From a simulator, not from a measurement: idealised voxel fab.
This is a process module. Its name is voxel capacitor over wiring.
Displayed cross-section: cut, width of 165 nm, square cells sized 5 nm.
The cross-sections in this document take the form of a grid made of square cells. They are written out as bands, in order from top to bottom. Each band consists of one or more rows of cells. The band entry comprises the height of the band's top followed by the height of its bottom, expressed in nm, and subsequently the band's materials from left to right, each stated together with its width in nm. Where a single material is marked with the word "throughout", that material fills the band from edge to edge. The word "blank" represents empty space. Height is counted from the level 0, under which the received wafer is composed throughout of one material. The lowest of the bands is not closed at the bottom but continues downward, in the notation "0 nm and below". A width such as "30 to 40" changes by the same amount from each row of cells to the next, from the band's top row to its bottom row. "nothing got changed" for a step: no cell of the cross-section changed in that step. The entry "Enclosed internal cavities" lists the empty spaces that cover at least 8 cells and have no open path to the top. Each is written as width x height at distance, where the distance is measured from the left edge and all three values are in nm. Formally, on a step line, whatever follows the settings is a remark that the simulator itself makes on the step. When a step includes a mask, the "overlay nm" setting on its line states how far to the right of its planned place that mask lay, and negative values state how far to the left.

These are the steps we planned for the process:
1. RECEIVE: material Si
2. CONFORMAL_DEP: material SiO2, thk nm 15
3. CONFORMAL_DEP: material SiCN, thk nm 5
4. DIRECTIONAL_DEP: material SiO2, thk nm 25
5. PATTERN: tone open, mask id METAL_1, material resist, width nm 30, pitch nm 95, thk nm 15, overlay nm 0
6. DIRECTIONAL_ETCH: etch materials SiO2, depth nm 25
7. DIRECTIONAL_ETCH: etch materials SiCN, depth nm 5
8. STRIP: etch materials resist
9. CONFORMAL_DEP: material TiN, thk nm 5
10. FILL_DEP: material Ru, thk nm 5
11. CMP: height nm 45
12. EPI: material Ru, thk nm 5
13. FILL_DEP: material SiCN, thk nm 5
14. DIRECTIONAL_DEP: material SiO2, thk nm 20
15. DIRECTIONAL_DEP: material aC, thk nm 10
16. PATTERN: tone open, mask id PLUG_1, material resist, width nm 15, thk nm 25, overlay nm 0
17. DIRECTIONAL_ETCH: etch materials aC, depth nm 10
18. STRIP: etch materials resist
19. DIRECTIONAL_ETCH: etch materials SiO2, depth nm 20
20. DIRECTIONAL_ETCH: etch materials SiCN, depth nm 5
21. STRIP: etch materials aC
22. CONFORMAL_DEP: material TiN, thk nm 5
23. FILL_DEP: material W, thk nm 5
24. CMP: height nm 75
25. DIRECTIONAL_DEP: material TiN, thk nm 5
26. DIRECTIONAL_DEP: material SiN, thk nm 5
27. DIRECTIONAL_DEP: material TiN, thk nm 10
28. MASKED_ETCH: tone cover, mask id UPPER_PLATE, width nm 70, etch materials TiN, depth nm 10, overlay nm 0
29. MASKED_ETCH: tone cover, mask id UPPER_PLATE, width nm 70, etch materials SiN, depth nm 5, overlay nm 0
30. PATTERN: tone cover, mask id LOWER_PLATE, material resist, width nm 80, thk nm 15, overlay nm 0
31. DIRECTIONAL_ETCH: etch materials TiN, depth nm 5
32. STRIP: etch materials resist
33. FILL_DEP: material SiO2, thk nm 15
34. CMP: height nm 105
35. PATTERN: tone open, mask id PLUG_2, material resist, width nm 15, thk nm 20, overlay nm 0
36. DIRECTIONAL_ETCH: etch materials SiO2, depth nm 10
37. STRIP: etch materials resist
38. CONFORMAL_DEP: material TiN, thk nm 5
39. FILL_DEP: material Cu, thk nm 5
40. CMP: height nm 105
41. CONFORMAL_DEP: material SiCN, thk nm 5

Below: the first of two wafers, run as planned:

Delivered wafer in cross-section: state after step 1:
  0 nm and below  Si throughout
  Enclosed internal cavities: none

Cross-section: wafer state after step 2:
  15 nm to 0 nm  SiO2 throughout
  Rest of section, below 0: as before.

Cross-section: wafer state after step 3:
  20 nm to 15 nm  SiCN throughout
  Rest of section, below 15: as before.

Cross-section: wafer state after step 4:
  45 nm to 20 nm  SiO2 throughout
  Rest of section, below 20: as before.

Cross-section: wafer state after step 5:
  60 nm to 45 nm  20 nm resist, 30 nm blank, 65 nm resist, 30 nm blank, 20 nm resist
  Rest of section, below 45: as before.

Cross-section: wafer state after step 6:
  60 nm to 45 nm  20 nm resist, 30 nm blank, 65 nm resist, 30 nm blank, 20 nm resist
  45 nm to 20 nm  20 nm SiO2, 30 nm blank, 65 nm SiO2, 30 nm blank, 20 nm SiO2
  Rest of section, below 20: as before.

Cross-section: wafer state after step 7:
  60 nm to 45 nm  20 nm resist, 30 nm blank, 65 nm resist, 30 nm blank, 20 nm resist
  45 nm to 20 nm  20 nm SiO2, 30 nm blank, 65 nm SiO2, 30 nm blank, 20 nm SiO2
  20 nm to 15 nm  20 nm SiCN, 30 nm blank, 65 nm SiCN, 30 nm blank, 20 nm SiCN
  Rest of section, below 15: as before.

Cross-section: wafer state after step 8:
  45 nm to 20 nm  20 nm SiO2, 30 nm blank, 65 nm SiO2, 30 nm blank, 20 nm SiO2
  Rest of section, below 20: as before.

Cross-section: wafer state after step 9:
  50 nm to 45 nm  25 nm TiN, 20 nm blank, 75 nm TiN, 20 nm blank, 25 nm TiN
  45 nm to 20 nm  20 nm SiO2, 5 nm TiN, 20 nm blank, 5 nm TiN, 65 nm SiO2, 5 nm TiN, 20 nm blank, 5 nm TiN, 20 nm SiO2
  20 nm to 15 nm  20 nm SiCN, 30 nm TiN, 65 nm SiCN, 30 nm TiN, 20 nm SiCN
  Rest of section, below 15: as before.

Cross-section: wafer state after step 10:
  55 nm to 50 nm  Ru throughout
  50 nm to 45 nm  25 nm TiN, 20 nm Ru, 75 nm TiN, 20 nm Ru, 25 nm TiN
  45 nm to 20 nm  20 nm SiO2, 5 nm TiN, 20 nm Ru, 5 nm TiN, 65 nm SiO2, 5 nm TiN, 20 nm Ru, 5 nm TiN, 20 nm SiO2
  Rest of section, below 20: as before.

Cross-section: wafer state after step 11:
  45 nm to 20 nm  20 nm SiO2, 5 nm TiN, 20 nm Ru, 5 nm TiN, 65 nm SiO2, 5 nm TiN, 20 nm Ru, 5 nm TiN, 20 nm SiO2
  Rest of section, below 20: as before.

Cross-section: wafer state after step 12:
  50 nm to 45 nm  15 nm blank, 40 nm Ru, 55 nm blank, 40 nm Ru, 15 nm blank
  Rest of section, below 45: as before.

Cross-section: wafer state after step 13:
  55 nm to 50 nm  SiCN throughout
  50 nm to 45 nm  15 nm SiCN, 40 nm Ru, 55 nm SiCN, 40 nm Ru, 15 nm SiCN
  Rest of section, below 45: as before.

Cross-section: wafer state after step 14:
  75 nm to 55 nm  SiO2 throughout
  Rest of section, below 55: as before.

Cross-section: wafer state after step 15:
  85 nm to 75 nm  aC throughout
  Rest of section, below 75: as before.

Cross-section: wafer state after step 16:
  110 nm to 85 nm  35 nm resist, 15 nm blank, 115 nm resist
  Rest of section, below 85: as before.

Cross-section: wafer state after step 17:
  100 nm to 85 nm  35 nm resist, 15 nm blank, 115 nm resist
  85 nm to 75 nm  35 nm aC, 15 nm blank, 115 nm aC
  Rest of section, below 75: as before.

Cross-section: wafer state after step 18:
  85 nm to 75 nm  35 nm aC, 15 nm blank, 115 nm aC
  Rest of section, below 75: as before.

Cross-section: wafer state after step 19:
  85 nm to 75 nm  35 nm aC, 15 nm blank, 115 nm aC
  75 nm to 55 nm  35 nm SiO2, 15 nm blank, 115 nm SiO2
  Rest of section, below 55: as before.

Cross-section: wafer state after step 20:
  85 nm to 75 nm  35 nm aC, 15 nm blank, 115 nm aC
  75 nm to 55 nm  35 nm SiO2, 15 nm blank, 115 nm SiO2
  55 nm to 50 nm  35 nm SiCN, 15 nm blank, 115 nm SiCN
  Rest of section, below 50: as before.

Cross-section: wafer state after step 21:
  75 nm to 55 nm  35 nm SiO2, 15 nm blank, 115 nm SiO2
  Rest of section, below 55: as before.

Cross-section: wafer state after step 22:
  80 nm to 75 nm  40 nm TiN, 5 nm blank, 120 nm TiN
  75 nm to 55 nm  35 nm SiO2, 5 nm TiN, 5 nm blank, 5 nm TiN, 115 nm SiO2
  55 nm to 50 nm  35 nm SiCN, 15 nm TiN, 115 nm SiCN
  Rest of section, below 50: as before.

Cross-section: wafer state after step 23:
  85 nm to 80 nm  W throughout
  80 nm to 75 nm  40 nm TiN, 5 nm W, 120 nm TiN
  75 nm to 55 nm  35 nm SiO2, 5 nm TiN, 5 nm W, 5 nm TiN, 115 nm SiO2
  Rest of section, below 55: as before.

Cross-section: wafer state after step 24:
  75 nm to 55 nm  35 nm SiO2, 5 nm TiN, 5 nm W, 5 nm TiN, 115 nm SiO2
  Rest of section, below 55: as before.

Cross-section: wafer state after step 25:
  80 nm to 75 nm  TiN throughout
  Rest of section, below 75: as before.

Cross-section: wafer state after step 26:
  85 nm to 80 nm  SiN throughout
  Rest of section, below 80: as before.

Cross-section: wafer state after step 27:
  95 nm to 85 nm  TiN throughout
  Rest of section, below 85: as before.

Cross-section: wafer state after step 28:
  95 nm to 85 nm  35 nm blank, 70 nm TiN, 60 nm blank
  Rest of section, below 85: as before.

Cross-section: wafer state after step 29:
  95 nm to 85 nm  35 nm blank, 70 nm TiN, 60 nm blank
  85 nm to 80 nm  35 nm blank, 70 nm SiN, 60 nm blank
  Rest of section, below 80: as before.

Cross-section: wafer state after step 30:
  110 nm to 95 nm  30 nm blank, 80 nm resist, 55 nm blank
  95 nm to 85 nm  30 nm blank, 5 nm resist, 70 nm TiN, 5 nm resist, 55 nm blank
  85 nm to 80 nm  30 nm blank, 5 nm resist, 70 nm SiN, 5 nm resist, 55 nm blank
  Rest of section, below 80: as before.

Cross-section: wafer state after step 31:
  110 nm to 95 nm  30 nm blank, 80 nm resist, 55 nm blank
  95 nm to 85 nm  30 nm blank, 5 nm resist, 70 nm TiN, 5 nm resist, 55 nm blank
  85 nm to 80 nm  30 nm blank, 5 nm resist, 70 nm SiN, 5 nm resist, 55 nm blank
  80 nm to 75 nm  30 nm blank, 80 nm TiN, 55 nm blank
  Rest of section, below 75: as before.

Cross-section: wafer state after step 32:
  95 nm to 85 nm  35 nm blank, 70 nm TiN, 60 nm blank
  85 nm to 80 nm  35 nm blank, 70 nm SiN, 60 nm blank
  Rest of section, below 80: as before.

Cross-section: wafer state after step 33:
  110 nm to 95 nm  SiO2 throughout
  95 nm to 85 nm  35 nm SiO2, 70 nm TiN, 60 nm SiO2
  85 nm to 80 nm  35 nm SiO2, 70 nm SiN, 60 nm SiO2
  80 nm to 75 nm  30 nm SiO2, 80 nm TiN, 55 nm SiO2
  Rest of section, below 75: as before.

Cross-section: wafer state after step 34:
  105 nm to 95 nm  SiO2 throughout
  Rest of section, below 95: as before.

Cross-section: wafer state after step 35:
  125 nm to 105 nm  45 nm resist, 15 nm blank, 105 nm resist
  Rest of section, below 105: as before.

Cross-section: wafer state after step 36:
  125 nm to 105 nm  45 nm resist, 15 nm blank, 105 nm resist
  105 nm to 95 nm  45 nm SiO2, 15 nm blank, 105 nm SiO2
  Rest of section, below 95: as before.

Cross-section: wafer state after step 37:
  105 nm to 95 nm  45 nm SiO2, 15 nm blank, 105 nm SiO2
  Rest of section, below 95: as before.

Cross-section: wafer state after step 38:
  110 nm to 105 nm  50 nm TiN, 5 nm blank, 110 nm TiN
  105 nm to 100 nm  45 nm SiO2, 5 nm TiN, 5 nm blank, 5 nm TiN, 105 nm SiO2
  100 nm to 95 nm  45 nm SiO2, 15 nm TiN, 105 nm SiO2
  Rest of section, below 95: as before.

Cross-section: wafer state after step 39:
  115 nm to 110 nm  Cu throughout
  110 nm to 105 nm  50 nm TiN, 5 nm Cu, 110 nm TiN
  105 nm to 100 nm  45 nm SiO2, 5 nm TiN, 5 nm Cu, 5 nm TiN, 105 nm SiO2
  Rest of section, below 100: as before.

Cross-section: wafer state after step 40:
  105 nm to 100 nm  45 nm SiO2, 5 nm TiN, 5 nm Cu, 5 nm TiN, 105 nm SiO2
  Rest of section, below 100: as before.

Cross-section: wafer state after step 41:
  110 nm to 105 nm  SiCN throughout
  Rest of section, below 105: as before.

Second wafer - shared start and plan with the first - one error in running - same as the first up to step 2 inclusive:

Second wafer cross-section, taken as of the time the plan sets for step 3 to be done:
  40 nm to 0 nm  SiO2 throughout
  Rest of section, below 0: as before.

Second wafer cross-section, taken as of the time the plan sets for step 4 to be done:
  45 nm to 40 nm  SiCN throughout
  Rest of section, below 40: as before.

Second wafer cross-section, taken as of the time the plan sets for step 5 to be done:
  60 nm to 45 nm  20 nm resist, 30 nm blank, 65 nm resist, 30 nm blank, 20 nm resist
  Rest of section, below 45: as before.

Second wafer cross-section, taken as of the time the plan sets for step 6 to be done: nothing got changed

Second wafer cross-section, taken as of the time the plan sets for step 7 to be done:
  60 nm to 45 nm  20 nm resist, 30 nm blank, 65 nm resist, 30 nm blank, 20 nm resist
  45 nm to 40 nm  20 nm SiCN, 30 nm blank, 65 nm SiCN, 30 nm blank, 20 nm SiCN
  Rest of section, below 40: as before.

Second wafer cross-section, taken as of the time the plan sets for step 8 to be done:
  45 nm to 40 nm  20 nm SiCN, 30 nm blank, 65 nm SiCN, 30 nm blank, 20 nm SiCN
  Rest of section, below 40: as before.

Second wafer cross-section, taken as of the time the plan sets for step 9 to be done:
  50 nm to 45 nm  25 nm TiN, 20 nm blank, 75 nm TiN, 20 nm blank, 25 nm TiN
  45 nm to 40 nm  20 nm SiCN, 30 nm TiN, 65 nm SiCN, 30 nm TiN, 20 nm SiCN
  Rest of section, below 40: as before.

Second wafer cross-section, taken as of the time the plan sets for step 10 to be done:
  55 nm to 50 nm  Ru throughout
  50 nm to 45 nm  25 nm TiN, 20 nm Ru, 75 nm TiN, 20 nm Ru, 25 nm TiN
  Rest of section, below 45: as before.

Second wafer cross-section, taken as of the time the plan sets for step 11 to be done:
  45 nm to 40 nm  20 nm SiCN, 30 nm TiN, 65 nm SiCN, 30 nm TiN, 20 nm SiCN
  Rest of section, below 40: as before.

Second wafer cross-section, taken as of the time the plan sets for step 12 to be done:
  50 nm to 45 nm  15 nm blank, 40 nm Ru, 55 nm blank, 40 nm Ru, 15 nm blank
  Rest of section, below 45: as before.

Second wafer cross-section, taken as of the time the plan sets for step 13 to be done:
  55 nm to 50 nm  SiCN throughout
  50 nm to 45 nm  15 nm SiCN, 40 nm Ru, 55 nm SiCN, 40 nm Ru, 15 nm SiCN
  Rest of section, below 45: as before.

Second wafer cross-section, taken as of the time the plan sets for step 14 to be done:
  75 nm to 55 nm  SiO2 throughout
  Rest of section, below 55: as before.

Second wafer cross-section, taken as of the time the plan sets for step 15 to be done:
  85 nm to 75 nm  aC throughout
  Rest of section, below 75: as before.

Second wafer cross-section, taken as of the time the plan sets for step 16 to be done:
  110 nm to 85 nm  35 nm resist, 15 nm blank, 115 nm resist
  Rest of section, below 85: as before.

Second wafer cross-section, taken as of the time the plan sets for step 17 to be done:
  100 nm to 85 nm  35 nm resist, 15 nm blank, 115 nm resist
  85 nm to 75 nm  35 nm aC, 15 nm blank, 115 nm aC
  Rest of section, below 75: as before.

Second wafer cross-section, taken as of the time the plan sets for step 18 to be done:
  85 nm to 75 nm  35 nm aC, 15 nm blank, 115 nm aC
  Rest of section, below 75: as before.

Second wafer cross-section, taken as of the time the plan sets for step 19 to be done:
  85 nm to 75 nm  35 nm aC, 15 nm blank, 115 nm aC
  75 nm to 55 nm  35 nm SiO2, 15 nm blank, 115 nm SiO2
  Rest of section, below 55: as before.

Second wafer cross-section, taken as of the time the plan sets for step 20 to be done:
  85 nm to 75 nm  35 nm aC, 15 nm blank, 115 nm aC
  75 nm to 55 nm  35 nm SiO2, 15 nm blank, 115 nm SiO2
  55 nm to 50 nm  35 nm SiCN, 15 nm blank, 115 nm SiCN
  Rest of section, below 50: as before.

Second wafer cross-section, taken as of the time the plan sets for step 21 to be done:
  75 nm to 55 nm  35 nm SiO2, 15 nm blank, 115 nm SiO2
  Rest of section, below 55: as before.

Second wafer cross-section, taken as of the time the plan sets for step 22 to be done:
  80 nm to 75 nm  40 nm TiN, 5 nm blank, 120 nm TiN
  75 nm to 55 nm  35 nm SiO2, 5 nm TiN, 5 nm blank, 5 nm TiN, 115 nm SiO2
  55 nm to 50 nm  35 nm SiCN, 15 nm TiN, 115 nm SiCN
  Rest of section, below 50: as before.

Second wafer cross-section, taken as of the time the plan sets for step 23 to be done:
  85 nm to 80 nm  W throughout
  80 nm to 75 nm  40 nm TiN, 5 nm W, 120 nm TiN
  75 nm to 55 nm  35 nm SiO2, 5 nm TiN, 5 nm W, 5 nm TiN, 115 nm SiO2
  Rest of section, below 55: as before.

Second wafer cross-section, taken as of the time the plan sets for step 24 to be done:
  75 nm to 55 nm  35 nm SiO2, 5 nm TiN, 5 nm W, 5 nm TiN, 115 nm SiO2
  Rest of section, below 55: as before.

Second wafer cross-section, taken as of the time the plan sets for step 25 to be done:
  80 nm to 75 nm  TiN throughout
  Rest of section, below 75: as before.

Second wafer cross-section, taken as of the time the plan sets for step 26 to be done:
  85 nm to 80 nm  SiN throughout
  Rest of section, below 80: as before.

Second wafer cross-section, taken as of the time the plan sets for step 27 to be done:
  95 nm to 85 nm  TiN throughout
  Rest of section, below 85: as before.

Second wafer cross-section, taken as of the time the plan sets for step 28 to be done:
  95 nm to 85 nm  35 nm blank, 70 nm TiN, 60 nm blank
  Rest of section, below 85: as before.

Second wafer cross-section, taken as of the time the plan sets for step 29 to be done:
  95 nm to 85 nm  35 nm blank, 70 nm TiN, 60 nm blank
  85 nm to 80 nm  35 nm blank, 70 nm SiN, 60 nm blank
  Rest of section, below 80: as before.

Second wafer cross-section, taken as of the time the plan sets for step 30 to be done:
  110 nm to 95 nm  30 nm blank, 80 nm resist, 55 nm blank
  95 nm to 85 nm  30 nm blank, 5 nm resist, 70 nm TiN, 5 nm resist, 55 nm blank
  85 nm to 80 nm  30 nm blank, 5 nm resist, 70 nm SiN, 5 nm resist, 55 nm blank
  Rest of section, below 80: as before.

Second wafer cross-section, taken as of the time the plan sets for step 31 to be done:
  110 nm to 95 nm  30 nm blank, 80 nm resist, 55 nm blank
  95 nm to 85 nm  30 nm blank, 5 nm resist, 70 nm TiN, 5 nm resist, 55 nm blank
  85 nm to 80 nm  30 nm blank, 5 nm resist, 70 nm SiN, 5 nm resist, 55 nm blank
  80 nm to 75 nm  30 nm blank, 80 nm TiN, 55 nm blank
  Rest of section, below 75: as before.

Second wafer cross-section, taken as of the time the plan sets for step 32 to be done:
  95 nm to 85 nm  35 nm blank, 70 nm TiN, 60 nm blank
  85 nm to 80 nm  35 nm blank, 70 nm SiN, 60 nm blank
  Rest of section, below 80: as before.

Second wafer cross-section, taken as of the time the plan sets for step 33 to be done:
  110 nm to 95 nm  SiO2 throughout
  95 nm to 85 nm  35 nm SiO2, 70 nm TiN, 60 nm SiO2
  85 nm to 80 nm  35 nm SiO2, 70 nm SiN, 60 nm SiO2
  80 nm to 75 nm  30 nm SiO2, 80 nm TiN, 55 nm SiO2
  Rest of section, below 75: as before.

Second wafer cross-section, taken as of the time the plan sets for step 34 to be done:
  105 nm to 95 nm  SiO2 throughout
  Rest of section, below 95: as before.

Second wafer cross-section, taken as of the time the plan sets for step 35 to be done:
  125 nm to 105 nm  45 nm resist, 15 nm blank, 105 nm resist
  Rest of section, below 105: as before.

Second wafer cross-section, taken as of the time the plan sets for step 36 to be done:
  125 nm to 105 nm  45 nm resist, 15 nm blank, 105 nm resist
  105 nm to 95 nm  45 nm SiO2, 15 nm blank, 105 nm SiO2
  Rest of section, below 95: as before.

Second wafer cross-section, taken as of the time the plan sets for step 37 to be done:
  105 nm to 95 nm  45 nm SiO2, 15 nm blank, 105 nm SiO2
  Rest of section, below 95: as before.

Second wafer cross-section, taken as of the time the plan sets for step 38 to be done:
  110 nm to 105 nm  50 nm TiN, 5 nm blank, 110 nm TiN
  105 nm to 100 nm  45 nm SiO2, 5 nm TiN, 5 nm blank, 5 nm TiN, 105 nm SiO2
  100 nm to 95 nm  45 nm SiO2, 15 nm TiN, 105 nm SiO2
  Rest of section, below 95: as before.

Second wafer cross-section, taken as of the time the plan sets for step 39 to be done:
  115 nm to 110 nm  Cu throughout
  110 nm to 105 nm  50 nm TiN, 5 nm Cu, 110 nm TiN
  105 nm to 100 nm  45 nm SiO2, 5 nm TiN, 5 nm Cu, 5 nm TiN, 105 nm SiO2
  Rest of section, below 100: as before.

Second wafer cross-section, taken as of the time the plan sets for step 40 to be done:
  105 nm to 100 nm  45 nm SiO2, 5 nm TiN, 5 nm Cu, 5 nm TiN, 105 nm SiO2
  Rest of section, below 100: as before.

Second wafer cross-section, taken as of the time the plan sets for step 41 to be done:
  110 nm to 105 nm  SiCN throughout
  Rest of section, below 105: as before.
Processing error: ran 3 and 4 in swapped order versus the plan
Counted in cells at the end, the second wafer holds more or fewer of these materials than the first: Ru -40; SiO2 +60; TiN -20
